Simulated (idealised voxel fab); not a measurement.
Proc. module: voxel capacitor over wiring
FYI the section here is cut, 275 nm wide, cells are 5 nm squares.
How to read a cross-section here: the picture is a grid of square cells, written as bands going from the top down, and any band can span one or more rows of cells. In this notation a band is specified by the heights of its top and bottom, in that order and in nm, after which its materials appear from left to right, each paired with its width in nm. The word "all across" attached to a single material means that material fills the band from edge to edge; the word "empty" stands for empty space. A quick word on heights: they are counted from 0, and under that level the wafer as it came to us is one material throughout. The lowest band is different from the rest in having no bottom; it simply continues downward, written as in "0 and below". You'd read "30 to 40" like this: the band's top row of cells is as wide as the first number, its bottom row is as wide as the second, and going down, every row changes width by the same amount as the row before did. It should be understood that the words "no change occurred", when stated for a given step, signify that the cross-section underwent no change in any of its cells during that step. What "Encapsulated voids" gives you is every empty space of 8 cells or more that is cut off from the top. Each appears as width x height at distance, with the distance taken from the left edge and width, height and distance all in nm. Whatever follows a step's settings on its line is a remark the simulator itself makes about that step. Each step line may optionally specify "overlay nm", which for a step with a mask gives the rightward distance between the mask's planned place and where it lay, a negative value indicating the leftward direction.

The steps planned for the process are as follows:
- 1: RECEIVE: material Si
- 2: CONFORMAL_DEP: material SiO2, thk nm 10
- 3: DIRECTIONAL_DEP: material TiN, thk nm 5
- 4: DIRECTIONAL_DEP: material W, thk nm 20
- 5: PATTERN: tone cover, mask id METAL_1, material resist, width nm 30, pitch nm 95, thk nm 15, overlay nm 0
- 6: DIRECTIONAL_ETCH: etch materials W, depth nm 20
- 7: DIRECTIONAL_ETCH: etch materials TiN, depth nm 5
- 8: STRIP: etch materials resist
- 9: FILL_DEP: material lowk, thk nm 10
- 10: CMP: height nm 35
- 11: CONFORMAL_DEP: material SiCN, thk nm 5
- 12: DIRECTIONAL_DEP: material lowk, thk nm 10
- 13: DIRECTIONAL_DEP: material aC, thk nm 15
- 14: PATTERN: tone open, mask id PLUG_1, material resist, width nm 15, thk nm 35, overlay nm 0
- 15: DIRECTIONAL_ETCH: etch materials aC, depth nm 15
- 16: STRIP: etch materials resist
- 17: DIRECTIONAL_ETCH: etch materials lowk, depth nm 10
- 18: DIRECTIONAL_ETCH: etch materials SiCN, depth nm 5
- 19: STRIP: etch materials aC
- 20: EPI: material Ru, thk nm 10
- 21: EPI: material Ru, thk nm 5
- 22: DIRECTIONAL_DEP: material TiN, thk nm 10
- 23: DIRECTIONAL_DEP: material SiN, thk nm 5
- 24: DIRECTIONAL_DEP: material TiN, thk nm 5
- 25: MASKED_ETCH: tone cover, mask id UPPER_PLATE, width nm 70, etch materials TiN, depth nm 5, overlay nm 0
- 26: MASKED_ETCH: tone cover, mask id UPPER_PLATE, width nm 70, etch materials SiN, depth nm 5, overlay nm 0
- 27: MASKED_ETCH: tone cover, mask id LOWER_PLATE, width nm 80, etch materials TiN, depth nm 10, overlay nm 0
- 28: FILL_DEP: material SiO2, thk nm 15
- 29: CMP: height nm 80
- 30: DIRECTIONAL_DEP: material aC, thk nm 10
- 31: PATTERN: tone open, mask id PLUG_2, material resist, width nm 15, thk nm 25, overlay nm 0
- 32: DIRECTIONAL_ETCH: etch materials aC, depth nm 10
- 33: STRIP: etch materials resist
- 34: DIRECTIONAL_ETCH: etch materials SiO2, depth nm 10
- 35: STRIP: etch materials aC
- 36: CONFORMAL_DEP: material TiN, thk nm 5
- 37: FILL_DEP: material Cu, thk nm 10
- 38: CMP: height nm 80
- 39: CONFORMAL_DEP: material SiCN, thk nm 5

Incoming wafer, cross-sectional view, post step 1:
* 0 and below | Si all across
* Encapsulated voids: none

The plan above was carried out on the starting structure above with one mistake, and this cross-section shows the wafer at the end of the module:
* 85 down to 80 | SiCN all across
* 80 down to 75 | 100 nm SiO2, then 5 nm TiN, then 5 nm Cu, then 5 nm TiN, then 160 nm SiO2
* 75 down to 65 | 100 to 90 nm SiO2, then 15 to 70 nm TiN, then 160 to 115 nm SiO2
* 65 down to 60 | 90 nm SiO2, then 70 nm SiN, then 115 nm SiO2
* 60 down to 50 | 85 nm SiO2, then 80 nm TiN, then 110 nm SiO2
* 50 down to 40 | 90 nm lowk, then 15 nm Ru, then 170 nm lowk
* 40 down to 35 | 90 nm SiCN, then 15 nm Ru, then 170 nm SiCN
* 35 down to 30 | 75 nm lowk, then 30 nm TiN, then 65 nm lowk, then 30 nm TiN, then 75 nm lowk
* 30 down to 10 | W all across
* 10 down to 0 | SiO2 all across
* 0 and below | Si all across
* Encapsulated voids: none
Misprocessing identified: step 3 ran in the slot meant for step 4, and vice versa
